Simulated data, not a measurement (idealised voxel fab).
process module | voxel gate over fins
cross-section cut | 145 nm wide | cells 5 nm
A cross-section is a grid of square cells, given in bands from the top down. A band is one or more rows of cells.
Each band's line starts with the height of the band's top and of its bottom, in nm. Then come its materials from left to right, each with its width in nm. One material with "throughout" fills the band from edge to edge. "air" is empty space.
Height 0 is the level under which the wafer as received is all one material. The lowest band goes on downwards, as in "0 down".
A width such as "30 to 40" changes by the same amount from each row of cells to the next, from the band's top row to its bottom row.
"no change" after a step means that no cell of the cross-section changed.
closed voids: empty space of 8 cells or more with no open way to the top, each as width x height at its distance from the left edge, in nm
after a step's settings: what the simulator itself notes on the step
overlay nm, on a step with a mask: how far to the right of its planned place the mask lay; to the left if negative
plan
1 op RECEIVE | material Si
2 op CONFORMAL_DEP | material SiN | thk nm 5
3 op PATTERN | tone cover | mask id FINS | material resist | width nm 15 | pitch nm 50 | thk nm 15 | overlay nm 0
4 op DIRECTIONAL_ETCH | etch materials SiN | depth nm 5
5 op DIRECTIONAL_ETCH | etch materials Si | depth nm 40
6 op STRIP | etch materials resist
7 op FILL_DEP | material SiO2 | thk nm 15
8 op CMP | height nm 5
9 op PATTERN | tone open | mask id RAIL | material resist | width nm 15 | thk nm 15 | overlay nm 0
10 op DIRECTIONAL_ETCH | etch materials SiO2 | depth nm 40
11 op STRIP | etch materials resist
12 op CONFORMAL_DEP | material TiN | thk nm 5
13 op FILL_DEP | material Ru | thk nm 5
14 op CMP | height nm 5
15 op SELECTIVE_ETCH | etch materials W Ru TiN | depth nm 20
16 op FILL_DEP | material SiO2 | thk nm 5
17 op CMP | height nm 5
18 op SELECTIVE_ETCH | etch materials SiO2 | depth nm 15
19 op STRIP | etch materials SiN
20 op CONFORMAL_DEP | material HfO2 | thk nm 5
21 op CONFORMAL_DEP | material TiN | thk nm 5
22 op CONFORMAL_DEP | material TiAl | thk nm 5
23 op CONFORMAL_DEP | material TiN | thk nm 5
24 op FILL_DEP | material W | thk nm 15
25 op CMP | height nm 30
26 op CONFORMAL_DEP | material SiN | thk nm 10
first wafer, as planned
as received, after step 1
  0 down: Si throughout
  closed voids: none
after step 2
  5 to 0: SiN throughout
  below 0: unchanged
after step 3
  20 to 5: air 15 | resist 15 | air 35 | resist 15 | air 35 | resist 15 | air 15
  below 5: unchanged
after step 4
  20 to 5: air 15 | resist 15 | air 35 | resist 15 | air 35 | resist 15 | air 15
  5 to 0: air 15 | SiN 15 | air 35 | SiN 15 | air 35 | SiN 15 | air 15
  below 0: unchanged
after step 5
  20 to 5: air 15 | resist 15 | air 35 | resist 15 | air 35 | resist 15 | air 15
  5 to 0: air 15 | SiN 15 | air 35 | SiN 15 | air 35 | SiN 15 | air 15
  0 to -40: air 15 | Si 15 | air 35 | Si 15 | air 35 | Si 15 | air 15
  below -40: unchanged
after step 6
  5 to 0: air 15 | SiN 15 | air 35 | SiN 15 | air 35 | SiN 15 | air 15
  below 0: unchanged
after step 7
  20 to 5: SiO2 throughout
  5 to 0: SiO2 15 | SiN 15 | SiO2 35 | SiN 15 | SiO2 35 | SiN 15 | SiO2 15
  0 to -40: SiO2 15 | Si 15 | SiO2 35 | Si 15 | SiO2 35 | Si 15 | SiO2 15
  below -40: unchanged
after step 8
  5 to 0: SiO2 15 | SiN 15 | SiO2 35 | SiN 15 | SiO2 35 | SiN 15 | SiO2 15
  below 0: unchanged
after step 9
  20 to 5: resist 40 | air 15 | resist 90
  below 5: unchanged
after step 10
  20 to 5: resist 40 | air 15 | resist 90
  5 to 0: SiO2 15 | SiN 15 | SiO2 10 | air 15 | SiO2 10 | SiN 15 | SiO2 35 | SiN 15 | SiO2 15
  0 to -35: SiO2 15 | Si 15 | SiO2 10 | air 15 | SiO2 10 | Si 15 | SiO2 35 | Si 15 | SiO2 15
  below -35: unchanged
after step 11
  5 to 0: SiO2 15 | SiN 15 | SiO2 10 | air 15 | SiO2 10 | SiN 15 | SiO2 35 | SiN 15 | SiO2 15
  below 0: unchanged
after step 12
  10 to 5: TiN 45 | air 5 | TiN 95
  5 to 0: SiO2 15 | SiN 15 | SiO2 10 | TiN 5 | air 5 | TiN 5 | SiO2 10 | SiN 15 | SiO2 35 | SiN 15 | SiO2 15
  0 to -30: SiO2 15 | Si 15 | SiO2 10 | TiN 5 | air 5 | TiN 5 | SiO2 10 | Si 15 | SiO2 35 | Si 15 | SiO2 15
  -30 to -35: SiO2 15 | Si 15 | SiO2 10 | TiN 15 | SiO2 10 | Si 15 | SiO2 35 | Si 15 | SiO2 15
  below -35: unchanged
after step 13
  15 to 10: Ru throughout
  10 to 5: TiN 45 | Ru 5 | TiN 95
  5 to 0: SiO2 15 | SiN 15 | SiO2 10 | TiN 5 | Ru 5 | TiN 5 | SiO2 10 | SiN 15 | SiO2 35 | SiN 15 | SiO2 15
  0 to -30: SiO2 15 | Si 15 | SiO2 10 | TiN 5 | Ru 5 | TiN 5 | SiO2 10 | Si 15 | SiO2 35 | Si 15 | SiO2 15
  below -30: unchanged
after step 14
  5 to 0: SiO2 15 | SiN 15 | SiO2 10 | TiN 5 | Ru 5 | TiN 5 | SiO2 10 | SiN 15 | SiO2 35 | SiN 15 | SiO2 15
  below 0: unchanged
after step 15
  5 to 0: SiO2 15 | SiN 15 | SiO2 10 | air 15 | SiO2 10 | SiN 15 | SiO2 35 | SiN 15 | SiO2 15
  0 to -15: SiO2 15 | Si 15 | SiO2 10 | air 15 | SiO2 10 | Si 15 | SiO2 35 | Si 15 | SiO2 15
  below -15: unchanged
after step 16
  10 to 5: SiO2 throughout
  5 to 0: SiO2 15 | SiN 15 | SiO2 35 | SiN 15 | SiO2 35 | SiN 15 | SiO2 15
  0 to -15: SiO2 15 | Si 15 | SiO2 35 | Si 15 | SiO2 35 | Si 15 | SiO2 15
  below -15: unchanged
after step 17
  5 to 0: SiO2 15 | SiN 15 | SiO2 35 | SiN 15 | SiO2 35 | SiN 15 | SiO2 15
  below 0: unchanged
after step 18
  5 to 0: air 15 | SiN 15 | air 35 | SiN 15 | air 35 | SiN 15 | air 15
  0 to -10: air 15 | Si 15 | air 35 | Si 15 | air 35 | Si 15 | air 15
  below -10: unchanged
after step 19
  0 to -10: air 15 | Si 15 | air 35 | Si 15 | air 35 | Si 15 | air 15
  below -10: unchanged
after step 20
  5 to 0: air 10 | HfO2 25 | air 25 | HfO2 25 | air 25 | HfO2 25 | air 10
  0 to -5: air 10 | HfO2 5 | Si 15 | HfO2 5 | air 25 | HfO2 5 | Si 15 | HfO2 5 | air 25 | HfO2 5 | Si 15 | HfO2 5 | air 10
  -5 to -10: HfO2 15 | Si 15 | HfO2 35 | Si 15 | HfO2 35 | Si 15 | HfO2 15
  below -10: unchanged
after step 21
  10 to 5: air 5 | TiN 35 | air 15 | TiN 35 | air 15 | TiN 35 | air 5
  5 to 0: air 5 | TiN 5 | HfO2 25 | TiN 5 | air 15 | TiN 5 | HfO2 25 | TiN 5 | air 15 | TiN 5 | HfO2 25 | TiN 5 | air 5
  0 to -5: TiN 10 | HfO2 5 | Si 15 | HfO2 5 | TiN 25 | HfO2 5 | Si 15 | HfO2 5 | TiN 25 | HfO2 5 | Si 15 | HfO2 5 | TiN 10
  below -5: unchanged
after step 22
  15 to 10: TiAl 45 | air 5 | TiAl 45 | air 5 | TiAl 45
  10 to 5: TiAl 5 | TiN 35 | TiAl 5 | air 5 | TiAl 5 | TiN 35 | TiAl 5 | air 5 | TiAl 5 | TiN 35 | TiAl 5
  5 to 0: TiAl 5 | TiN 5 | HfO2 25 | TiN 5 | TiAl 15 | TiN 5 | HfO2 25 | TiN 5 | TiAl 15 | TiN 5 | HfO2 25 | TiN 5 | TiAl 5
  below 0: unchanged
after step 23
  20 to 15: TiN throughout
  15 to 10: TiAl 45 | TiN 5 | TiAl 45 | TiN 5 | TiAl 45
  10 to 5: TiAl 5 | TiN 35 | TiAl 5 | TiN 5 | TiAl 5 | TiN 35 | TiAl 5 | TiN 5 | TiAl 5 | TiN 35 | TiAl 5
  below 5: unchanged
after step 24
  35 to 20: W throughout
  below 20: unchanged
after step 25
  30 to 20: W throughout
  below 20: unchanged
after step 26
  40 to 30: SiN throughout
  below 30: unchanged
second wafer: like start, like plan, one mistake. Through step 17 it matches the first wafer
when step 18 should have ended
  5 to 0: air 15 | SiN 15 | air 35 | SiN 15 | air 35 | SiN 15 | air 15
  0 to -15: air 15 | Si 15 | air 35 | Si 15 | air 35 | Si 15 | air 15
  -15 to -25: air 15 | Si 15 | air 10 | TiN 5 | Ru 5 | TiN 5 | air 10 | Si 15 | air 35 | Si 15 | air 15
  below -25: unchanged
when step 19 should have ended
  0 to -15: air 15 | Si 15 | air 35 | Si 15 | air 35 | Si 15 | air 15
  below -15: unchanged
when step 20 should have ended
  5 to 0: air 10 | HfO2 25 | air 25 | HfO2 25 | air 25 | HfO2 25 | air 10
  0 to -10: air 10 | HfO2 5 | Si 15 | HfO2 5 | air 25 | HfO2 5 | Si 15 | HfO2 5 | air 25 | HfO2 5 | Si 15 | HfO2 5 | air 10
  -10 to -15: air 10 | HfO2 5 | Si 15 | HfO2 35 | Si 15 | HfO2 5 | air 25 | HfO2 5 | Si 15 | HfO2 5 | air 10
  -15 to -20: air 10 | HfO2 5 | Si 15 | HfO2 10 | TiN 5 | Ru 5 | TiN 5 | HfO2 10 | Si 15 | HfO2 5 | air 25 | HfO2 5 | Si 15 | HfO2 5 | air 10
  -20 to -25: HfO2 15 | Si 15 | HfO2 10 | TiN 5 | Ru 5 | TiN 5 | HfO2 10 | Si 15 | HfO2 35 | Si 15 | HfO2 15
  below -25: unchanged
when step 21 should have ended
  10 to 5: air 5 | TiN 35 | air 15 | TiN 35 | air 15 | TiN 35 | air 5
  5 to 0: air 5 | TiN 5 | HfO2 25 | TiN 5 | air 15 | TiN 5 | HfO2 25 | TiN 5 | air 15 | TiN 5 | HfO2 25 | TiN 5 | air 5
  0 to -5: air 5 | TiN 5 | HfO2 5 | Si 15 | HfO2 5 | TiN 5 | air 15 | TiN 5 | HfO2 5 | Si 15 | HfO2 5 | TiN 5 | air 15 | TiN 5 | HfO2 5 | Si 15 | HfO2 5 | TiN 5 | air 5
  -5 to -10: air 5 | TiN 5 | HfO2 5 | Si 15 | HfO2 5 | TiN 25 | HfO2 5 | Si 15 | HfO2 5 | TiN 5 | air 15 | TiN 5 | HfO2 5 | Si 15 | HfO2 5 | TiN 5 | air 5
  -10 to -15: air 5 | TiN 5 | HfO2 5 | Si 15 | HfO2 35 | Si 15 | HfO2 5 | TiN 5 | air 15 | TiN 5 | HfO2 5 | Si 15 | HfO2 5 | TiN 5 | air 5
  -15 to -20: TiN 10 | HfO2 5 | Si 15 | HfO2 10 | TiN 5 | Ru 5 | TiN 5 | HfO2 10 | Si 15 | HfO2 5 | TiN 25 | HfO2 5 | Si 15 | HfO2 5 | TiN 10
  below -20: unchanged
when step 22 should have ended
  15 to 10: TiAl 45 | air 5 | TiAl 45 | air 5 | TiAl 45
  10 to 5: TiAl 5 | TiN 35 | TiAl 5 | air 5 | TiAl 5 | TiN 35 | TiAl 5 | air 5 | TiAl 5 | TiN 35 | TiAl 5
  5 to 0: TiAl 5 | TiN 5 | HfO2 25 | TiN 5 | TiAl 5 | air 5 | TiAl 5 | TiN 5 | HfO2 25 | TiN 5 | TiAl 5 | air 5 | TiAl 5 | TiN 5 | HfO2 25 | TiN 5 | TiAl 5
  0 to -5: TiAl 5 | TiN 5 | HfO2 5 | Si 15 | HfO2 5 | TiN 5 | TiAl 15 | TiN 5 | HfO2 5 | Si 15 | HfO2 5 | TiN 5 | TiAl 5 | air 5 | TiAl 5 | TiN 5 | HfO2 5 | Si 15 | HfO2 5 | TiN 5 | TiAl 5
  -5 to -10: TiAl 5 | TiN 5 | HfO2 5 | Si 15 | HfO2 5 | TiN 25 | HfO2 5 | Si 15 | HfO2 5 | TiN 5 | TiAl 5 | air 5 | TiAl 5 | TiN 5 | HfO2 5 | Si 15 | HfO2 5 | TiN 5 | TiAl 5
  -10 to -15: TiAl 5 | TiN 5 | HfO2 5 | Si 15 | HfO2 35 | Si 15 | HfO2 5 | TiN 5 | TiAl 15 | TiN 5 | HfO2 5 | Si 15 | HfO2 5 | TiN 5 | TiAl 5
  below -15: unchanged
when step 23 should have ended
  20 to 15: TiN throughout
  15 to 10: TiAl 45 | TiN 5 | TiAl 45 | TiN 5 | TiAl 45
  10 to 5: TiAl 5 | TiN 35 | TiAl 5 | TiN 5 | TiAl 5 | TiN 35 | TiAl 5 | TiN 5 | TiAl 5 | TiN 35 | TiAl 5
  5 to 0: TiAl 5 | TiN 5 | HfO2 25 | TiN 5 | TiAl 5 | TiN 5 | TiAl 5 | TiN 5 | HfO2 25 | TiN 5 | TiAl 5 | TiN 5 | TiAl 5 | TiN 5 | HfO2 25 | TiN 5 | TiAl 5
  0 to -5: TiAl 5 | TiN 5 | HfO2 5 | Si 15 | HfO2 5 | TiN 5 | TiAl 15 | TiN 5 | HfO2 5 | Si 15 | HfO2 5 | TiN 5 | TiAl 5 | TiN 5 | TiAl 5 | TiN 5 | HfO2 5 | Si 15 | HfO2 5 | TiN 5 | TiAl 5
  -5 to -10: TiAl 5 | TiN 5 | HfO2 5 | Si 15 | HfO2 5 | TiN 25 | HfO2 5 | Si 15 | HfO2 5 | TiN 5 | TiAl 5 | TiN 5 | TiAl 5 | TiN 5 | HfO2 5 | Si 15 | HfO2 5 | TiN 5 | TiAl 5
  below -10: unchanged
when step 24 should have ended
  35 to 20: W throughout
  below 20: unchanged
when step 25 should have ended
  30 to 20: W throughout
  below 20: unchanged
when step 26 should have ended
  40 to 30: SiN throughout
  below 30: unchanged
what went wrong: step 18 was run twice
at the end the second wafer has, in cells: 22 more of HfO2 | 54 fewer of SiO2 | 14 more of TiAl | 18 more of TiN
